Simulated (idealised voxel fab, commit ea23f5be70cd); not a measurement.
process module | voxel self aligned contacts
cross-section cut | 235 nm wide | cells 5 nm
A cross-section is a grid of square cells, given in bands from the top down. A band is one or more rows of cells.
Each band's line starts with the height of the band's top and of its bottom, in nm. Then come its materials from left to right, each with its width in nm. One material with "throughout" fills the band from edge to edge. "air" is empty space.
Height 0 is the level under which the wafer as received is all one material. The lowest band goes on downwards, as in "0 down".
A width such as "30 to 40" changes by the same amount from each row of cells to the next, from the band's top row to its bottom row.
"no change" after a step means that no cell of the cross-section changed.
closed voids: empty space of 8 cells or more with no open way to the top, each as width x height at its distance from the left edge, in nm
after a step's settings: what the simulator itself notes on the step
overlay nm, on a step with a mask: how far to the right of its planned place the mask lay; to the left if negative
plan
1 op RECEIVE | material Si
2 op OXIDIZE | depth nm 5
3 op DIRECTIONAL_DEP | material polySi | thk nm 30
4 op DIRECTIONAL_DEP | material SiN | thk nm 20
5 op PATTERN | tone cover | mask id GATE | material resist | width nm 30 | pitch nm 70 | thk nm 15 | overlay nm 0
6 op DIRECTIONAL_ETCH | etch materials SiN | depth nm 20
7 op DIRECTIONAL_ETCH | etch materials polySi | depth nm 30
8 op STRIP | etch materials resist
9 op CONFORMAL_DEP | material SiN | thk nm 10
10 op DIRECTIONAL_ETCH | etch materials SiN | depth nm 10
11 op FILL_DEP | material SiO2 | thk nm 20
12 op CMP | height nm 60
13 op DIRECTIONAL_DEP | material aC | thk nm 15
14 op PATTERN | tone open | mask id CONTACT | material resist | width nm 50 | pitch nm 70 | thk nm 30 | overlay nm 0
15 op DIRECTIONAL_ETCH | etch materials aC | depth nm 15
16 op STRIP | etch materials resist
17 op DIRECTIONAL_ETCH | etch materials SiO2 | depth nm 65
18 op STRIP | etch materials aC
19 op CONFORMAL_DEP | material TiN | thk nm 5
20 op FILL_DEP | material W | thk nm 5
21 op CMP | height nm 60
22 op CONFORMAL_DEP | material SiCN | thk nm 5
first wafer, as planned
as received, after step 1
  0 down: Si throughout
  closed voids: none
after step 2
  0 to -5: SiO2 throughout
  below -5: unchanged
after step 3
  30 to 0: polySi throughout
  below 0: unchanged
after step 4
  50 to 30: SiN throughout
  below 30: unchanged
after step 5
  65 to 50: air 30 | resist 30 | air 40 | resist 30 | air 40 | resist 30 | air 35
  below 50: unchanged
after step 6
  65 to 50: air 30 | resist 30 | air 40 | resist 30 | air 40 | resist 30 | air 35
  50 to 30: air 30 | SiN 30 | air 40 | SiN 30 | air 40 | SiN 30 | air 35
  below 30: unchanged
after step 7
  65 to 50: air 30 | resist 30 | air 40 | resist 30 | air 40 | resist 30 | air 35
  50 to 30: air 30 | SiN 30 | air 40 | SiN 30 | air 40 | SiN 30 | air 35
  30 to 0: air 30 | polySi 30 | air 40 | polySi 30 | air 40 | polySi 30 | air 35
  below 0: unchanged
after step 8
  50 to 30: air 30 | SiN 30 | air 40 | SiN 30 | air 40 | SiN 30 | air 35
  below 30: unchanged
after step 9
  60 to 30: air 20 | SiN 50 | air 20 | SiN 50 | air 20 | SiN 50 | air 25
  30 to 10: air 20 | SiN 10 | polySi 30 | SiN 10 | air 20 | SiN 10 | polySi 30 | SiN 10 | air 20 | SiN 10 | polySi 30 | SiN 10 | air 25
  10 to 0: SiN 30 | polySi 30 | SiN 40 | polySi 30 | SiN 40 | polySi 30 | SiN 35
  below 0: unchanged
after step 10
  50 to 30: air 20 | SiN 50 | air 20 | SiN 50 | air 20 | SiN 50 | air 25
  30 to 0: air 20 | SiN 10 | polySi 30 | SiN 10 | air 20 | SiN 10 | polySi 30 | SiN 10 | air 20 | SiN 10 | polySi 30 | SiN 10 | air 25
  below 0: unchanged
after step 11
  70 to 50: SiO2 throughout
  50 to 30: SiO2 20 | SiN 50 | SiO2 20 | SiN 50 | SiO2 20 | SiN 50 | SiO2 25
  30 to 0: SiO2 20 | SiN 10 | polySi 30 | SiN 10 | SiO2 20 | SiN 10 | polySi 30 | SiN 10 | SiO2 20 | SiN 10 | polySi 30 | SiN 10 | SiO2 25
  below 0: unchanged
after step 12
  60 to 50: SiO2 throughout
  below 50: unchanged
after step 13
  75 to 60: aC throughout
  below 60: unchanged
after step 14
  105 to 75: resist 55 | air 50 | resist 20 | air 50 | resist 60
  below 75: unchanged
after step 15
  90 to 75: resist 55 | air 50 | resist 20 | air 50 | resist 60
  75 to 60: aC 55 | air 50 | aC 20 | air 50 | aC 60
  below 60: unchanged
after step 16
  75 to 60: aC 55 | air 50 | aC 20 | air 50 | aC 60
  below 60: unchanged
after step 17
  75 to 60: aC 55 | air 50 | aC 20 | air 50 | aC 60
  60 to 50: SiO2 55 | air 50 | SiO2 20 | air 50 | SiO2 60
  50 to 30: SiO2 20 | SiN 50 | air 20 | SiN 50 | air 20 | SiN 50 | SiO2 25
  30 to 0: SiO2 20 | SiN 10 | polySi 30 | SiN 10 | air 20 | SiN 10 | polySi 30 | SiN 10 | air 20 | SiN 10 | polySi 30 | SiN 10 | SiO2 25
  0 to -5: SiO2 70 | air 20 | SiO2 50 | air 20 | SiO2 75
  below -5: unchanged
after step 18
  60 to 50: SiO2 55 | air 50 | SiO2 20 | air 50 | SiO2 60
  below 50: unchanged
after step 19
  65 to 60: TiN 60 | air 40 | TiN 30 | air 40 | TiN 65
  60 to 50: SiO2 55 | TiN 5 to 20 | air 40 to 10 | TiN 5 to 20 | SiO2 20 | TiN 5 to 20 | air 40 to 10 | TiN 5 to 20 | SiO2 60
  50 to 30: SiO2 20 | SiN 50 | TiN 5 | air 10 | TiN 5 | SiN 50 | TiN 5 | air 10 | TiN 5 | SiN 50 | SiO2 25
  30 to 0: SiO2 20 | SiN 10 | polySi 30 | SiN 10 | TiN 5 | air 10 | TiN 5 | SiN 10 | polySi 30 | SiN 10 | TiN 5 | air 10 | TiN 5 | SiN 10 | polySi 30 | SiN 10 | SiO2 25
  0 to -5: SiO2 70 | TiN 20 | SiO2 50 | TiN 20 | SiO2 75
  below -5: unchanged
after step 20
  70 to 65: W throughout
  65 to 60: TiN 60 | W 40 | TiN 30 | W 40 | TiN 65
  60 to 50: SiO2 55 | TiN 5 to 20 | W 40 to 10 | TiN 5 to 20 | SiO2 20 | TiN 5 to 20 | W 40 to 10 | TiN 5 to 20 | SiO2 60
  50 to 30: SiO2 20 | SiN 50 | TiN 5 | W 10 | TiN 5 | SiN 50 | TiN 5 | W 10 | TiN 5 | SiN 50 | SiO2 25
  30 to 0: SiO2 20 | SiN 10 | polySi 30 | SiN 10 | TiN 5 | W 10 | TiN 5 | SiN 10 | polySi 30 | SiN 10 | TiN 5 | W 10 | TiN 5 | SiN 10 | polySi 30 | SiN 10 | SiO2 25
  below 0: unchanged
after step 21
  60 to 50: SiO2 55 | TiN 5 to 20 | W 40 to 10 | TiN 5 to 20 | SiO2 20 | TiN 5 to 20 | W 40 to 10 | TiN 5 to 20 | SiO2 60
  below 50: unchanged
after step 22
  65 to 60: SiCN throughout
  below 60: unchanged
second wafer: like start, like plan, one mistake. Through step 13 it matches the first wafer
when step 14 should have ended
  105 to 75: resist 60 | air 50 | resist 20 | air 50 | resist 55
  below 75: unchanged
when step 15 should have ended
  90 to 75: resist 60 | air 50 | resist 20 | air 50 | resist 55
  75 to 60: aC 60 | air 50 | aC 20 | air 50 | aC 55
  below 60: unchanged
when step 16 should have ended
  75 to 60: aC 60 | air 50 | aC 20 | air 50 | aC 55
  below 60: unchanged
when step 17 should have ended
  75 to 60: aC 60 | air 50 | aC 20 | air 50 | aC 55
  60 to 50: SiO2 60 | air 50 | SiO2 20 | air 50 | SiO2 55
  50 to 30: SiO2 20 | SiN 50 | air 20 | SiN 50 | air 20 | SiN 50 | SiO2 25
  30 to 0: SiO2 20 | SiN 10 | polySi 30 | SiN 10 | air 20 | SiN 10 | polySi 30 | SiN 10 | air 20 | SiN 10 | polySi 30 | SiN 10 | SiO2 25
  0 to -5: SiO2 70 | air 20 | SiO2 50 | air 20 | SiO2 75
  below -5: unchanged
when step 18 should have ended
  60 to 50: SiO2 60 | air 50 | SiO2 20 | air 50 | SiO2 55
  below 50: unchanged
when step 19 should have ended
  65 to 60: TiN 65 | air 40 | TiN 30 | air 40 | TiN 60
  60 to 50: SiO2 60 | TiN 5 to 15 | air 40 to 10 | TiN 5 to 25 | SiO2 20 | TiN 5 to 15 | air 40 to 10 | TiN 5 to 25 | SiO2 55
  50 to 30: SiO2 20 | SiN 50 | TiN 5 | air 10 | TiN 5 | SiN 50 | TiN 5 | air 10 | TiN 5 | SiN 50 | SiO2 25
  30 to 0: SiO2 20 | SiN 10 | polySi 30 | SiN 10 | TiN 5 | air 10 | TiN 5 | SiN 10 | polySi 30 | SiN 10 | TiN 5 | air 10 | TiN 5 | SiN 10 | polySi 30 | SiN 10 | SiO2 25
  0 to -5: SiO2 70 | TiN 20 | SiO2 50 | TiN 20 | SiO2 75
  below -5: unchanged
when step 20 should have ended
  70 to 65: W throughout
  65 to 60: TiN 65 | W 40 | TiN 30 | W 40 | TiN 60
  60 to 50: SiO2 60 | TiN 5 to 15 | W 40 to 10 | TiN 5 to 25 | SiO2 20 | TiN 5 to 15 | W 40 to 10 | TiN 5 to 25 | SiO2 55
  50 to 30: SiO2 20 | SiN 50 | TiN 5 | W 10 | TiN 5 | SiN 50 | TiN 5 | W 10 | TiN 5 | SiN 50 | SiO2 25
  30 to 0: SiO2 20 | SiN 10 | polySi 30 | SiN 10 | TiN 5 | W 10 | TiN 5 | SiN 10 | polySi 30 | SiN 10 | TiN 5 | W 10 | TiN 5 | SiN 10 | polySi 30 | SiN 10 | SiO2 25
  below 0: unchanged
when step 21 should have ended
  60 to 50: SiO2 60 | TiN 5 to 15 | W 40 to 10 | TiN 5 to 25 | SiO2 20 | TiN 5 to 15 | W 40 to 10 | TiN 5 to 25 | SiO2 55
  below 50: unchanged
when step 22 should have ended
  65 to 60: SiCN throughout
  below 60: unchanged
what went wrong: step 14 ran as: op PATTERN | tone open | mask id CONTACT | material resist | width nm 50 | pitch nm 70 | thk nm 30 | overlay nm 5
at the end the second wafer has, in cells: as many of each material as the first, in other places
